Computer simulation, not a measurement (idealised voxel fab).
Process module heading - voxel released beams
Section shown: cut. Width: 240 nm. Cell size: 5 nm, square.
We lay out every cross-section as a grid of square cells and spell it out in bands from the top down, where one band means one or more rows of cells. Heads up on the band format: heights come first, top then bottom, in nm. After that it's the materials left to right, each with its width in nm. A single material flagged "everywhere" fills the whole band edge to edge, and "blank" means there's empty space there. Heights are reckoned from 0. Under this level, the received wafer is all of one material. The bottommost band is open-ended downward, for example "0 down". Top row gets the first number, bottom row gets the second, and each row in between changes by the same step: that is how a band width like "30 to 40" works. "left unchanged" -> step changed no cross-section cell. This entry, "Sealed internal cavities", enumerates those empty regions of no fewer than 8 cells that possess no open connection to the top. Each region is reported in the form width x height at distance, the distance being taken from the left edge, with all three quantities expressed in nm. Heads up: the bit after the settings on a step's line is the simulator's remark on that step. overlay nm, on a step with a mask: how far to the right of its planned place the mask lay; to the left if negative.

**Planned step list for the process**
1) RECEIVE,material Si
2) CONFORMAL_DEP,material Al2O3,thk nm 5
3) DIRECTIONAL_DEP,material SiO2,thk nm 20
4) DIRECTIONAL_DEP,material aC,thk nm 15
5) PATTERN,tone open,mask id ANCHOR,material resist,width nm 45,thk nm 35,overlay nm 0
6) DIRECTIONAL_ETCH,etch materials aC,depth nm 15
7) STRIP,etch materials resist
8) DIRECTIONAL_ETCH,etch materials SiO2,depth nm 20
9) STRIP,etch materials aC
10) CONFORMAL_DEP,material polySi,thk nm 15
11) MASKED_ETCH,tone cover,mask id BEAM,width nm 100,etch materials polySi,depth nm 15,overlay nm 0
12) STRIP,etch materials SiO2

**As-received state of the wafer in cross-section, equivalent to post-step 1**
- 0 down | Si everywhere
- Sealed internal cavities: none

**The first of two wafers, cross-sectioned at the end of the module, with the run proceeding as planned**
- 40 to 25 | blank 65 nm | polySi 20 nm | blank 15 nm | polySi 65 nm | blank 75 nm
- 25 to 20 | blank 70 nm | polySi 15 nm | blank 15 nm | polySi 15 nm | blank 125 nm
- 20 to 5 | blank 70 nm | polySi 45 nm | blank 125 nm
- 5 to 0 | Al2O3 everywhere
- 0 down | Si everywhere
- Sealed internal cavities: none

**Second wafer through the module, sectioned at the end: same beginning and same plan as the first wafer, with one mistake in carrying it out**
- 35 to 20 | blank 65 nm | polySi 20 nm | blank 15 nm | polySi 65 nm | blank 75 nm
- 20 to 5 | blank 70 nm | polySi 45 nm | blank 125 nm
- 5 to 0 | Al2O3 everywhere
- 0 down | Si everywhere
- Sealed internal cavities: none
Where did the run depart from the plan? it should be noted that step 3 was executed with settings other than those planned, the operation and settings actually applied being DIRECTIONAL_DEP,material SiO2,thk nm 15
At the finish, the second wafer shows more or fewer cells for some materials than the first does: polySi: 6 fewer
